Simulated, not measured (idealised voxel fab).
Title: Process Module voxel ribs on slabs
Square cell edge 5 nm, section width 140 nm, ID cut.
In this document a cross-section is written as a grid of square cells. It is given as a series of bands, listed from the top down, and a band is one or more rows of cells. Each band's line starts with the height of the band's top and of its bottom, in nm. Then come its materials from left to right, each with its width in nm. One material with "everywhere" fills the band from edge to edge. "empty" is empty space. Heights are expressed relative to 0, this being the level below which the as-received wafer comprises one material exclusively. The lowest band is unbounded in the downward direction and is denoted as in "0 down". Width: "30->40" (first number = top row, second number = bottom row, same change from row to row of cells). Reading "everything unchanged" for a step: not a cell of the cross-section changed in it. The entry titled "Sealed void inventory" provides the empty spaces that have no open way to the top, restricted to those of 8 cells or more. Each is presented as width x height at distance, the distance being measured from the left edge, with all three in nm. On a step's line, text after the settings is the simulator commenting on that step. overlay nm: mask offset rightward from planned place, masked step; negative means leftward offset.

**Planned step list for the process**
1. RECEIVE: material Si
2. DIRECTIONAL_DEP: material SiO2, thk nm 30
3. DIRECTIONAL_DEP: material SiN, thk nm 15
4. DIRECTIONAL_DEP: material aC, thk nm 10
5. PATTERN: tone cover, mask id RIB, material resist, width nm 30, thk nm 30, overlay nm 0
6. DIRECTIONAL_ETCH: etch materials aC, depth nm 10
7. STRIP: etch materials resist
8. DIRECTIONAL_ETCH: etch materials SiN, depth nm 5
9. STRIP: etch materials aC
10. MASKED_ETCH: tone cover, mask id SLAB, width nm 90, etch materials SiN, depth nm 10, overlay nm 0
11. FILL_DEP: material SiO2, thk nm 30
12. CMP: height nm 65
13. DIRECTIONAL_DEP: material W, thk nm 10
14. DIRECTIONAL_DEP: material aC, thk nm 10
15. PATTERN: tone cover, mask id HEATER, material resist, width nm 40, thk nm 30, overlay nm 0
16. DIRECTIONAL_ETCH: etch materials aC, depth nm 10
17. STRIP: etch materials resist
18. DIRECTIONAL_ETCH: etch materials W, depth nm 10
19. STRIP: etch materials aC
20. CONFORMAL_DEP: material SiN, thk nm 10

**Shown in cross-section is the wafer as received, that is, as it stands after step 1**
0 down  Si everywhere
Sealed void inventory: none

**Cross-sectional view of the first of the two wafers upon completion of the module, processed in accordance with the plan**
85 to 75  40 nm empty | 60 nm SiN | 40 nm empty
75 to 65  50 nm SiN | 40 nm W | 50 nm SiN
65 to 45  SiO2 everywhere
45 to 40  55 nm SiO2 | 30 nm SiN | 55 nm SiO2
40 to 30  25 nm SiO2 | 90 nm SiN | 25 nm SiO2
30 to 0  SiO2 everywhere
0 down  Si everywhere
Sealed void inventory: none

**Wafer two cross-section, module end. Start and plan unchanged from wafer one; one mistake made during the run**
85 to 75  30 nm empty | 60 nm SiN | 50 nm empty
75 to 65  40 nm SiN | 40 nm W | 60 nm SiN
65 to 45  SiO2 everywhere
45 to 40  55 nm SiO2 | 30 nm SiN | 55 nm SiO2
40 to 30  25 nm SiO2 | 90 nm SiN | 25 nm SiO2
30 to 0  SiO2 everywhere
0 down  Si everywhere
Sealed void inventory: none
Error vs. plan: step 15 deviated from plan and actually ran as PATTERN: tone cover, mask id HEATER, material resist, width nm 40, thk nm 30, overlay nm -10
At the close, every material occupies the same number of cells on the second wafer as on the first, only in different positions.
